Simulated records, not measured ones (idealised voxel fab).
process module | voxel double patterning
cross-section cut | 230 nm wide | cells 5 nm
A cross-section is a grid of square cells, given in bands from the top down. A band is one or more rows of cells.
Each band's line starts with the height of the band's top and of its bottom, in nm. Then come its materials from left to right, each with its width in nm. One material with "throughout" fills the band from edge to edge. "air" is empty space.
Height 0 is the level under which the wafer as received is all one material. The lowest band goes on downwards, as in "0 down".
A width such as "30 to 40" changes by the same amount from each row of cells to the next, from the band's top row to its bottom row.
"no change" after a step means that no cell of the cross-section changed.
closed voids: empty space of 8 cells or more with no open way to the top, each as width x height at its distance from the left edge, in nm
after a step's settings: what the simulator itself notes on the step
overlay nm, on a step with a mask: how far to the right of its planned place the mask lay; to the left if negative
plan
1 op RECEIVE | material Si
2 op CONFORMAL_DEP | material SiN | thk nm 5
3 op DIRECTIONAL_DEP | material SiO2 | thk nm 15
4 op DIRECTIONAL_DEP | material SiCN | thk nm 10
5 op PATTERN | tone open | mask id FIRST | material resist | width nm 15 | pitch nm 50 | thk nm 15 | overlay nm 0
6 op DIRECTIONAL_ETCH | etch materials SiCN | depth nm 10
7 op STRIP | etch materials resist
8 op PATTERN | tone open | mask id SECOND | material resist | width nm 15 | pitch nm 50 | thk nm 20 | overlay nm 0
9 op DIRECTIONAL_ETCH | etch materials SiCN | depth nm 10
10 op STRIP | etch materials resist
11 op DIRECTIONAL_ETCH | etch materials SiO2 | depth nm 15
12 op STRIP | etch materials SiCN
first wafer, as planned
as received, after step 1
  0 down: Si throughout
  closed voids: none
after step 2
  5 to 0: SiN throughout
  below 0: unchanged
after step 3
  20 to 5: SiO2 throughout
  below 5: unchanged
after step 4
  30 to 20: SiCN throughout
  below 20: unchanged
after step 5
  45 to 30: resist 55 | air 15 | resist 35 | air 15 | resist 35 | air 15 | resist 60
  below 30: unchanged
after step 6
  45 to 30: resist 55 | air 15 | resist 35 | air 15 | resist 35 | air 15 | resist 60
  30 to 20: SiCN 55 | air 15 | SiCN 35 | air 15 | SiCN 35 | air 15 | SiCN 60
  below 20: unchanged
after step 7
  30 to 20: SiCN 55 | air 15 | SiCN 35 | air 15 | SiCN 35 | air 15 | SiCN 60
  below 20: unchanged
after step 8
  50 to 30: resist 80 | air 15 | resist 35 | air 15 | resist 85
  30 to 20: SiCN 55 | resist 15 | SiCN 35 | resist 15 | SiCN 35 | resist 15 | SiCN 60
  below 20: unchanged
after step 9
  50 to 30: resist 80 | air 15 | resist 35 | air 15 | resist 85
  30 to 20: SiCN 55 | resist 15 | SiCN 10 | air 15 | SiCN 10 | resist 15 | SiCN 10 | air 15 | SiCN 10 | resist 15 | SiCN 60
  below 20: unchanged
after step 10
  30 to 20: SiCN 55 | air 15 | SiCN 10 | air 15 | SiCN 10 | air 15 | SiCN 10 | air 15 | SiCN 10 | air 15 | SiCN 60
  below 20: unchanged
after step 11
  30 to 20: SiCN 55 | air 15 | SiCN 10 | air 15 | SiCN 10 | air 15 | SiCN 10 | air 15 | SiCN 10 | air 15 | SiCN 60
  20 to 5: SiO2 55 | air 15 | SiO2 10 | air 15 | SiO2 10 | air 15 | SiO2 10 | air 15 | SiO2 10 | air 15 | SiO2 60
  below 5: unchanged
after step 12
  20 to 5: SiO2 55 | air 15 | SiO2 10 | air 15 | SiO2 10 | air 15 | SiO2 10 | air 15 | SiO2 10 | air 15 | SiO2 60
  below 5: unchanged
second wafer: like start, like plan, one mistake. Through step 2 it matches the first wafer
when step 3 should have ended
  25 to 5: SiO2 throughout
  below 5: unchanged
when step 4 should have ended
  35 to 25: SiCN throughout
  below 25: unchanged
when step 5 should have ended
  50 to 35: resist 55 | air 15 | resist 35 | air 15 | resist 35 | air 15 | resist 60
  below 35: unchanged
when step 6 should have ended
  50 to 35: resist 55 | air 15 | resist 35 | air 15 | resist 35 | air 15 | resist 60
  35 to 25: SiCN 55 | air 15 | SiCN 35 | air 15 | SiCN 35 | air 15 | SiCN 60
  below 25: unchanged
when step 7 should have ended
  35 to 25: SiCN 55 | air 15 | SiCN 35 | air 15 | SiCN 35 | air 15 | SiCN 60
  below 25: unchanged
when step 8 should have ended
  55 to 35: resist 80 | air 15 | resist 35 | air 15 | resist 85
  35 to 25: SiCN 55 | resist 15 | SiCN 35 | resist 15 | SiCN 35 | resist 15 | SiCN 60
  below 25: unchanged
when step 9 should have ended
  55 to 35: resist 80 | air 15 | resist 35 | air 15 | resist 85
  35 to 25: SiCN 55 | resist 15 | SiCN 10 | air 15 | SiCN 10 | resist 15 | SiCN 10 | air 15 | SiCN 10 | resist 15 | SiCN 60
  below 25: unchanged
when step 10 should have ended
  35 to 25: SiCN 55 | air 15 | SiCN 10 | air 15 | SiCN 10 | air 15 | SiCN 10 | air 15 | SiCN 10 | air 15 | SiCN 60
  below 25: unchanged
when step 11 should have ended
  35 to 25: SiCN 55 | air 15 | SiCN 10 | air 15 | SiCN 10 | air 15 | SiCN 10 | air 15 | SiCN 10 | air 15 | SiCN 60
  25 to 10: SiO2 55 | air 15 | SiO2 10 | air 15 | SiO2 10 | air 15 | SiO2 10 | air 15 | SiO2 10 | air 15 | SiO2 60
  below 10: unchanged
when step 12 should have ended
  25 to 10: SiO2 55 | air 15 | SiO2 10 | air 15 | SiO2 10 | air 15 | SiO2 10 | air 15 | SiO2 10 | air 15 | SiO2 60
  below 10: unchanged
what went wrong: step 3 ran as: op DIRECTIONAL_DEP | material SiO2 | thk nm 20
at the end the second wafer has, in cells: 46 more of SiO2
